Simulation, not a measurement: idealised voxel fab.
process module | voxel released beams
cross-section cut | 185 nm wide | cells 5 nm
A cross-section is a grid of square cells, given in bands from the top down. A band is one or more rows of cells.
Each band's line starts with the height of the band's top and of its bottom, in nm. Then come its materials from left to right, each with its width in nm. One material with "throughout" fills the band from edge to edge. "air" is empty space.
Height 0 is the level under which the wafer as received is all one material. The lowest band goes on downwards, as in "0 down".
A width such as "30 to 40" changes by the same amount from each row of cells to the next, from the band's top row to its bottom row.
"no change" after a step means that no cell of the cross-section changed.
closed voids: empty space of 8 cells or more with no open way to the top, each as width x height at its distance from the left edge, in nm
after a step's settings: what the simulator itself notes on the step
overlay nm, on a step with a mask: how far to the right of its planned place the mask lay; to the left if negative
plan
1 op RECEIVE | material Si
2 op CONFORMAL_DEP | material Al2O3 | thk nm 10
3 op DIRECTIONAL_DEP | material SiO2 | thk nm 20
4 op DIRECTIONAL_DEP | material aC | thk nm 10
5 op PATTERN | tone open | mask id ANCHOR | material resist | width nm 45 | thk nm 30 | overlay nm 0
6 op DIRECTIONAL_ETCH | etch materials aC | depth nm 10
7 op STRIP | etch materials resist
8 op DIRECTIONAL_ETCH | etch materials SiO2 | depth nm 20
9 op STRIP | etch materials aC
10 op CONFORMAL_DEP | material polySi | thk nm 15
11 op MASKED_ETCH | tone cover | mask id BEAM | width nm 110 | etch materials polySi | depth nm 15 | overlay nm 0
12 op STRIP | etch materials SiO2
as received, after step 1
  0 down: Si throughout
  closed voids: none
first wafer at the end, as planned
  45 to 30: air 35 | polySi 20 | air 15 | polySi 75 | air 40
  30 to 25: air 40 | polySi 15 | air 15 | polySi 15 | air 100
  25 to 10: air 40 | polySi 45 | air 100
  10 to 0: Al2O3 throughout
  0 down: Si throughout
  closed voids: none
second wafer at the end: like start, like plan, one mistake
  45 to 30: Al2O3 55 | air 15 | Al2O3 115
  30 to 25: SiO2 40 | Al2O3 15 | air 15 | Al2O3 15 | SiO2 100
  25 to 10: SiO2 40 | Al2O3 45 | SiO2 100
  10 to 0: Al2O3 throughout
  0 down: Si throughout
  closed voids: none
what went wrong: step 10 ran as: op CONFORMAL_DEP | material Al2O3 | thk nm 15
at the end the second wafer has, in cells: 135 more of Al2O3 | 112 more of SiO2 | 90 fewer of polySi
